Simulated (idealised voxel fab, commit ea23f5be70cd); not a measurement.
Process module, titled voxel transistor to metal
FYI the section here is cut, 180 nm wide, cells are 5 nm squares.
We lay out every cross-section as a grid of square cells and spell it out in bands from the top down, where one band means one or more rows of cells.
Look at the band entry: it leads with the top's height and the bottom's height in nm. Then it lists the materials left to right, with a width in nm for each. The word "full width" on a single material says that material fills the band edge to edge. The word "air" is empty space.
Heads up on the height convention: 0 is the point under which the incoming wafer is all one material, and the lowest band has no bottom, it just keeps going down, like "z 0 and below".
Width "30..40": first value at the band's top row of cells, second value at its bottom row, equal change from row to row.
Step note "remained unchanged" = no cross-section cell changed.
Voids not open to the top, 8 cells minimum: see "closed voids". Written width x height at distance; distance is from the left edge; nm.
Heads up: the bit after the settings on a step's line is the simulator's remark on that step.
A step line may carry the setting "overlay nm", which, for steps involving a mask, states the distance by which the mask lay to the right of its intended position; negative values denote displacement to the left.
### Process steps - plan
1 RECEIVE (material Si)
2 OXIDIZE (depth nm 5)
3 CONFORMAL_DEP (material SiN; thk nm 10)
4 PATTERN (tone cover; mask id ACTIVE; material resist; width nm 95; thk nm 15; overlay nm 0)
5 DIRECTIONAL_ETCH (etch materials SiN; depth nm 10)
6 DIRECTIONAL_ETCH (etch materials SiO2; depth nm 5)
7 DIRECTIONAL_ETCH (etch materials Si; depth nm 25)
8 STRIP (etch materials resist)
9 OXIDIZE (depth nm 5)
10 FILL_DEP (material SiO2; thk nm 15)
11 CMP (height nm 10)
12 SELECTIVE_ETCH (etch materials SiO2; depth nm 5)
13 STRIP (etch materials SiN)
14 SELECTIVE_ETCH (etch materials SiO2; depth nm 5)
15 OXIDIZE (depth nm 5)
16 DIRECTIONAL_DEP (material polySi; thk nm 20)
17 DIRECTIONAL_DEP (material SiCN; thk nm 10)
18 MASKED_ETCH (tone cover; mask id GATE; width nm 15; etch materials SiCN; depth nm 20; overlay nm 0)
19 MASKED_ETCH (tone cover; mask id GATE; width nm 15; etch materials polySi; depth nm 30; overlay nm 0)
20 CONFORMAL_DEP (material SiO2; thk nm 5)
21 DIRECTIONAL_ETCH (etch materials SiO2; depth nm 5)
22 CONFORMAL_DEP (material SiN; thk nm 10)
23 DIRECTIONAL_ETCH (etch materials SiN; depth nm 10)
24 DIRECTIONAL_ETCH (etch materials SiO2; depth nm 5)
25 DIRECTIONAL_ETCH (etch materials Si; depth nm 15)
26 EPI (material nSi; thk nm 20)
27 FILL_DEP (material SiO2; thk nm 5)
28 CMP (height nm 25)
29 DIRECTIONAL_DEP (material SiO2; thk nm 10)
30 PATTERN (tone open; mask id CONTACT; material resist; width nm 25; pitch nm 50; thk nm 15; overlay nm 0)
31 DIRECTIONAL_ETCH (etch materials SiO2; depth nm 25)
32 STRIP (etch materials resist)
33 CONFORMAL_DEP (material TiN; thk nm 5)
34 FILL_DEP (material Ru; thk nm 5)
35 CMP (height nm 35)
36 CONFORMAL_DEP (material SiN; thk nm 5)
37 DIRECTIONAL_DEP (material lowk; thk nm 20)
38 PATTERN (tone open; mask id METAL_1; material resist; width nm 15; pitch nm 60; thk nm 20; overlay nm 0)
39 DIRECTIONAL_ETCH (etch materials lowk; depth nm 20)
40 DIRECTIONAL_ETCH (etch materials SiN; depth nm 5)
41 STRIP (etch materials resist)
42 CONFORMAL_DEP (material TiN; thk nm 5)
43 FILL_DEP (material W; thk nm 5)
44 CMP (height nm 60)
45 CONFORMAL_DEP (material SiCN; thk nm 5)
### Cross-section of the incoming wafer, state after step 1
  z 0 and below: Si full width
  closed voids: none
### first wafer at the end, as planned
  z 65 to 60: SiCN full width
  z 60 to 40: lowk 50; TiN 5; W 5; TiN 5; lowk 45; TiN 5; W 5; TiN 5; lowk 55
  z 40 to 35: SiN 50; TiN 15; SiN 45; TiN 15; SiN 55
  z 35 to 25: SiO2 50; TiN 5; Ru 15..5; TiN 5..15; SiO2 25; TiN 5..15; Ru 15..5; TiN 5; SiO2 55
  z 25 to 15: SiO2 50; TiN 5; Ru 5; TiN 5; SiN 10; SiO2 5; SiCN 15; SiO2 5; SiN 10; TiN 5; Ru 5; TiN 5; SiO2 55
  z 15 to 10: SiO2 50; TiN 15; SiN 10; SiO2 5; polySi 15; SiO2 5; SiN 10; TiN 15; SiO2 55
  z 10 to 0: SiO2 40; nSi 25; SiN 10; SiO2 5; polySi 15; SiO2 5; SiN 10; nSi 25; SiO2 45
  z 0 to -5: SiO2 40; SiN 10; nSi 15; SiN 10; SiO2 5; polySi 15; SiO2 5; SiN 10; nSi 15; SiN 10; SiO2 45
  z -5 to -10: SiO2 50; nSi 15; SiO2 45; nSi 15; SiO2 55
  z -10 to -25: SiO2 45; Si 5; nSi 15; Si 45; nSi 15; Si 5; SiO2 50
  z -25 to -35: SiO2 45; Si 85; SiO2 50
  z -35 and below: Si full width
  closed voids: none
### End-of-module cross-section of the second wafer: identical starting point and process plan to the first, with one processing mistake
  z 65 to 60: SiCN full width
  z 60 to 40: lowk 50; TiN 5; W 5; TiN 5; lowk 45; TiN 5; W 5; TiN 5; lowk 55
  z 40 to 35: SiN 50; TiN 15; SiN 45; TiN 15; SiN 55
  z 35 to 25: SiO2 50; TiN 5; Ru 15..5; TiN 5..15; SiO2 25; TiN 5..15; Ru 15..5; TiN 5; SiO2 55
  z 25 to 15: SiO2 50; TiN 5; Ru 5; TiN 5; SiN 10; SiO2 5; SiCN 15; SiO2 5; SiN 10; TiN 5; Ru 5; TiN 5; SiO2 55
  z 15 to 10: SiO2 50; TiN 15; SiN 10; SiO2 5; polySi 15; SiO2 5; SiN 10; TiN 15; SiO2 55
  z 10 to 0: SiO2 40; nSi 25; SiN 10; SiO2 5; polySi 15; SiO2 5; SiN 10; nSi 25; SiO2 45
  z 0 to -5: SiO2 40; SiN 10; nSi 15; SiN 10; SiO2 5; polySi 15; SiO2 5; SiN 10; nSi 15; SiN 10; SiO2 45
  z -5 to -10: SiO2 50; nSi 15; SiO2 45; nSi 15; SiO2 55
  z -10 to -25: SiO2 45; Si 5; nSi 15; Si 45; nSi 15; Si 5; SiO2 50
  z -25 to -60: SiO2 45; Si 85; SiO2 50
  z -60 and below: Si full width
  closed voids: none
So what did we get wrong on this run? regarding the plan, step 7 was run twice
Bottom line after processing is that, in cells, the second wafer is up or down on some materials versus the first: Si -95 | SiO2 +95
